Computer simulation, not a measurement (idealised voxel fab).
This section sets out a process module, namely voxel transistor to metal.
Cross-section cut spans 175 nm and uses square cells 5 nm in size.
Bands, listed from the top down, are how a cross-section gets written in this document; the cross-section itself is a grid of square cells, and a band is one or more rows of them.
Quick guide to a band line: top height, bottom height (nm) up front; then every material left to right with its width in nm. Only one material and it's marked "all across"? Then it fills the band edge to edge. And "blank" just means empty space.
Heights are expressed relative to 0, this being the level below which the as-received wafer comprises one material exclusively. The lowest band is unbounded in the downward direction and is denoted as in "0..down".
Top row gets the first number, bottom row gets the second, and each row in between changes by the same step: that is how a band width like "30 to 40" works.
It should be understood that the words "remained unchanged", when stated for a given step, signify that the cross-section underwent no change in any of its cells during that step.
This entry, "Closed void table", enumerates those empty regions of no fewer than 8 cells that possess no open connection to the top. Each region is reported in the form width x height at distance, the distance being taken from the left edge, with all three quantities expressed in nm.
Whatever follows a step's settings on its line is a remark the simulator itself makes about that step.
Each step line may optionally specify "overlay nm", which for a step with a mask gives the rightward distance between the mask's planned place and where it lay, a negative value indicating the leftward direction.

### Process steps - plan
1: RECEIVE with material Si
2: CONFORMAL_DEP with material SiO2, thk nm 5
3: CONFORMAL_DEP with material SiN, thk nm 10
4: DIRECTIONAL_DEP with material aC, thk nm 10
5: PATTERN with tone cover, mask id ACTIVE, material resist, width nm 110, thk nm 30, overlay nm 0
6: DIRECTIONAL_ETCH with etch materials aC, depth nm 10
7: STRIP with etch materials resist
8: DIRECTIONAL_ETCH with etch materials SiN, depth nm 10
9: DIRECTIONAL_ETCH with etch materials SiO2, depth nm 5
10: DIRECTIONAL_ETCH with etch materials Si, depth nm 35
11: STRIP with etch materials aC
12: OXIDIZE with depth nm 5
13: FILL_DEP with material SiO2, thk nm 5
14: CMP with height nm 15
15: SELECTIVE_ETCH with etch materials SiO2, depth nm 5
16: STRIP with etch materials SiN
17: SELECTIVE_ETCH with etch materials SiO2, depth nm 5
18: OXIDIZE with depth nm 5
19: DIRECTIONAL_DEP with material polySi, thk nm 30
20: DIRECTIONAL_DEP with material SiCN, thk nm 15
21: DIRECTIONAL_DEP with material aC, thk nm 10
22: PATTERN with tone cover, mask id GATE, material resist, width nm 20, thk nm 25, overlay nm 0
23: DIRECTIONAL_ETCH with etch materials aC, depth nm 10
24: STRIP with etch materials resist
25: DIRECTIONAL_ETCH with etch materials SiCN, depth nm 25
26: DIRECTIONAL_ETCH with etch materials polySi, depth nm 40
27: STRIP with etch materials aC
28: CONFORMAL_DEP with material SiO2, thk nm 5
29: DIRECTIONAL_ETCH with etch materials SiO2, depth nm 5
30: CONFORMAL_DEP with material SiN, thk nm 10
31: DIRECTIONAL_ETCH with etch materials SiN, depth nm 10
32: DIRECTIONAL_ETCH with etch materials SiO2, depth nm 5
33: DIRECTIONAL_ETCH with etch materials Si, depth nm 15
34: EPI with material SiGe, thk nm 15
35: FILL_DEP with material SiO2, thk nm 10
36: CMP with height nm 45
37: DIRECTIONAL_DEP with material SiO2, thk nm 10
38: DIRECTIONAL_DEP with material aC, thk nm 15
39: PATTERN with tone open, mask id CONTACT, material resist, width nm 30, pitch nm 60, thk nm 35, overlay nm 0
40: DIRECTIONAL_ETCH with etch materials aC, depth nm 15
41: STRIP with etch materials resist
42: DIRECTIONAL_ETCH with etch materials SiO2, depth nm 45
43: STRIP with etch materials aC
44: CONFORMAL_DEP with material TiN, thk nm 5
45: FILL_DEP with material W, thk nm 5
46: CMP with height nm 55
47: DIRECTIONAL_DEP with material TiN, thk nm 5
48: DIRECTIONAL_DEP with material W, thk nm 25
49: PATTERN with tone cover, mask id METAL_1, material resist, width nm 20, pitch nm 70, thk nm 15, overlay nm -15
50: DIRECTIONAL_ETCH with etch materials W, depth nm 25
51: DIRECTIONAL_ETCH with etch materials TiN, depth nm 5
52: STRIP with etch materials resist
53: CONFORMAL_DEP with material SiN, thk nm 5
54: FILL_DEP with material lowk, thk nm 5
55: CMP with height nm 85
56: CONFORMAL_DEP with material SiCN, thk nm 5
57: DIRECTIONAL_DEP with material lowk, thk nm 35
58: MASKED_ETCH with tone open, mask id METAL_2, width nm 20, pitch nm 70, etch materials lowk, depth nm 20, overlay nm 0
59: DIRECTIONAL_DEP with material aC, thk nm 15
60: PATTERN with tone open, mask id METAL_2_HOLES, material resist, width nm 15, pitch nm 70, thk nm 35, overlay nm 0
61: DIRECTIONAL_ETCH with etch materials aC, depth nm 15
62: STRIP with etch materials resist
63: DIRECTIONAL_ETCH with etch materials lowk, depth nm 15
64: DIRECTIONAL_ETCH with etch materials SiCN, depth nm 5
65: STRIP with etch materials aC
66: CONFORMAL_DEP with material TiN, thk nm 5
67: FILL_DEP with material Ru, thk nm 5
68: CMP with height nm 125
69: CONFORMAL_DEP with material SiN, thk nm 5
The plan's step 49 overlay nm is the first wafer's value; the wafers differ in this setting and start identical.

### As-received state after step 1, first of several wafers, cross-section
> 0..down: Si all across
> Closed void table: none

### Every row in this table is a wafer at the end of the module, and it gives, for each of the materials, the cells that wafer has gained (+) or lost (-) since it was received, then its closed voids
overlay nm -15 | +20 Ru | -164 Si | +41 SiCN | +50 SiGe | +122 SiN | +343 SiO2 | +88 TiN | +76 W | +310 lowk | +24 polySi | Closed void table: none
overlay nm -10 | +20 Ru | -164 Si | +41 SiCN | +50 SiGe | +122 SiN | +343 SiO2 | +88 TiN | +76 W | +310 lowk | +24 polySi | Closed void table: none
overlay nm -5 | +20 Ru | -164 Si | +41 SiCN | +50 SiGe | +122 SiN | +343 SiO2 | +88 TiN | +76 W | +310 lowk | +24 polySi | Closed void table: none
overlay nm 0 | +20 Ru | -164 Si | +41 SiCN | +50 SiGe | +122 SiN | +343 SiO2 | +88 TiN | +76 W | +310 lowk | +24 polySi | Closed void table: none
overlay nm 5 | +20 Ru | -164 Si | +41 SiCN | +50 SiGe | +122 SiN | +343 SiO2 | +88 TiN | +76 W | +310 lowk | +24 polySi | Closed void table: none
overlay nm 10 | +20 Ru | -164 Si | +41 SiCN | +50 SiGe | +122 SiN | +343 SiO2 | +88 TiN | +76 W | +310 lowk | +24 polySi | Closed void table: none
overlay nm 15 | +20 Ru | -164 Si | +41 SiCN | +50 SiGe | +122 SiN | +343 SiO2 | +88 TiN | +76 W | +310 lowk | +24 polySi | Closed void table: none
